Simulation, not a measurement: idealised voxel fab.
The document below concerns the process module designated voxel air gaps.
Square cell edge 5 nm, section width 270 nm, ID cut.
Cross-section layout: square cells on a grid; listed as bands, top to bottom; a band spans one or more cell rows.
In this notation a band is specified by the heights of its top and bottom, in that order and in nm, after which its materials appear from left to right, each paired with its width in nm. The word "full width" attached to a single material means that material fills the band from edge to edge; the word "air" stands for empty space.
Height datum 0, below which the as-received substrate wafer is one material. Lowest band open at the bottom, running downward: "from 0 down".
You'd read "30 to 40" like this: the band's top row of cells is as wide as the first number, its bottom row is as wide as the second, and going down, every row changes width by the same amount as the row before did.
For the purposes of this document, the phrase "nothing changed" attached to a step denotes that no cell within the cross-section was modified by that step.
"Internal closed voids": sealed empty spaces, 8 cells or more, no open way to top, listed width x height at distance, with distance from the left edge and width, height and distance in nm.
Where a step's line continues beyond its settings, the continuation is a remark by the simulator itself on that step.
Regarding "overlay nm": on a step with a mask, it is the distance the mask lay to the right of its planned place; a negative value places it to the left.

Steps in the process plan
1. RECEIVE [material Si]
2. CONFORMAL_DEP [material SiO2] [thk nm 10]
3. CONFORMAL_DEP [material SiN] [thk nm 5]
4. DIRECTIONAL_DEP [material SiO2] [thk nm 35]
5. MASKED_ETCH [tone open] [mask id LINES] [width nm 20] [pitch nm 45] [etch materials SiO2] [depth nm 35] [overlay nm 0]
6. CONFORMAL_DEP [material TiN] [thk nm 5]
7. FILL_DEP [material W] [thk nm 5]
8. CMP [height nm 50]
9. EPI [material Ru] [thk nm 10]
10. SELECTIVE_ETCH [etch materials SiO2] [depth nm 45]
11. CONFORMAL_DEP [material SiCN] [thk nm 5]

Delivered wafer in cross-section: state after step 1
- from 0 down  Si full width
- Internal closed voids: none

Cross-section at module end, one run error; start and plan unchanged from above
- from 65 to 60  40 air, 185 SiCN, 45 air
- from 60 to 50  40 air, 5 SiCN, 40 Ru, 5 SiCN, 40 Ru, 5 SiCN, 40 Ru, 5 SiCN, 40 Ru, 5 SiCN, 45 air
- from 50 to 20  40 air, 5 SiCN, 10 Ru, 5 TiN, 10 W, 5 TiN, 10 Ru, 5 SiCN, 10 Ru, 5 TiN, 10 W, 5 TiN, 10 Ru, 5 SiCN, 10 Ru, 5 TiN, 10 W, 5 TiN, 10 Ru, 5 SiCN, 10 Ru, 5 TiN, 10 W, 5 TiN, 10 Ru, 5 SiCN, 45 air
- from 20 to 15  45 SiCN, 10 Ru, 20 TiN, 10 Ru, 5 SiCN, 10 Ru, 20 TiN, 10 Ru, 5 SiCN, 10 Ru, 20 TiN, 10 Ru, 5 SiCN, 10 Ru, 20 TiN, 10 Ru, 50 SiCN
- from 15 to 10  SiN full width
- from 10 to 0  SiO2 full width
- from 0 down  Si full width
- Internal closed voids: none
Short version of what went wrong: so 9 and 10 got swapped relative to the plan, each ran where the other was supposed to
